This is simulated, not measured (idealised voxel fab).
The following is a process module called voxel released beams.
Shown is cross-section cut, with a width of 285 nm and square cells of size 5 nm.
Format of a cross-section: grid, square cells. Given as bands. Order: top down. Band: one or more rows of cells.
Heights first: top, then bottom, in nm. Then materials, left to right, each with a width in nm. "full width" on a single material: fills the band edge to edge. "blank": empty space.
Heads up on the height convention: 0 is the point under which the incoming wafer is all one material, and the lowest band has no bottom, it just keeps going down, like "0 -> down".
Quick explanation for "30->40": the width changes in equal steps down the rows of cells, from the first number in the band's top row to the second number in its bottom row.
When a step is marked "nothing was modified", none of the cells in the cross-section changed during that step.
Each empty space that has no open way to the top and spans at least 8 cells appears under "closed voids" as width x height at distance, the distance counted from the left edge, all in nm.
What comes after the settings on a step's line is commentary from the simulator itself on that step.
overlay nm: for a step with a mask, the amount by which the mask lay right of where it was planned; a negative amount means left of it.

# Set out below are the planned steps of the process
1) RECEIVE [material Si]
2) CONFORMAL_DEP [material SiN] [thk nm 5]
3) DIRECTIONAL_DEP [material SiO2] [thk nm 20]
4) MASKED_ETCH [tone open] [mask id ANCHOR] [width nm 45] [etch materials SiO2] [depth nm 10] [overlay nm 0]
5) CONFORMAL_DEP [material polySi] [thk nm 15]
6) DIRECTIONAL_DEP [material aC] [thk nm 10]
7) PATTERN [tone cover] [mask id BEAM] [material resist] [width nm 95] [thk nm 30] [overlay nm 0]
8) DIRECTIONAL_ETCH [etch materials aC] [depth nm 10]
9) STRIP [etch materials resist]
10) DIRECTIONAL_ETCH [etch materials polySi] [depth nm 15]
11) STRIP [etch materials aC]
12) STRIP [etch materials SiO2]
Keep in mind the plan's value for the depth nm of step 4 comes from the first wafer; the wafers don't share that setting, but they do share the same starting point.

# Cross-section of the first of several received wafers, showing its state after step 1
> 0 -> down: Si full width
> closed voids: none

# wafer rows; end of module; cells per material since receipt: (+) gained, (-) lost; then closed voids
depth nm 10, +57 SiN, closed voids: none
depth nm 15, +57 SiN, closed voids: none
depth nm 20, +57 SiN, +81 polySi, closed voids: none
depth nm 25, +57 SiN, +81 polySi, closed voids: none
depth nm 30, +57 SiN, +81 polySi, closed voids: none
depth nm 35, +57 SiN, +81 polySi, closed voids: none
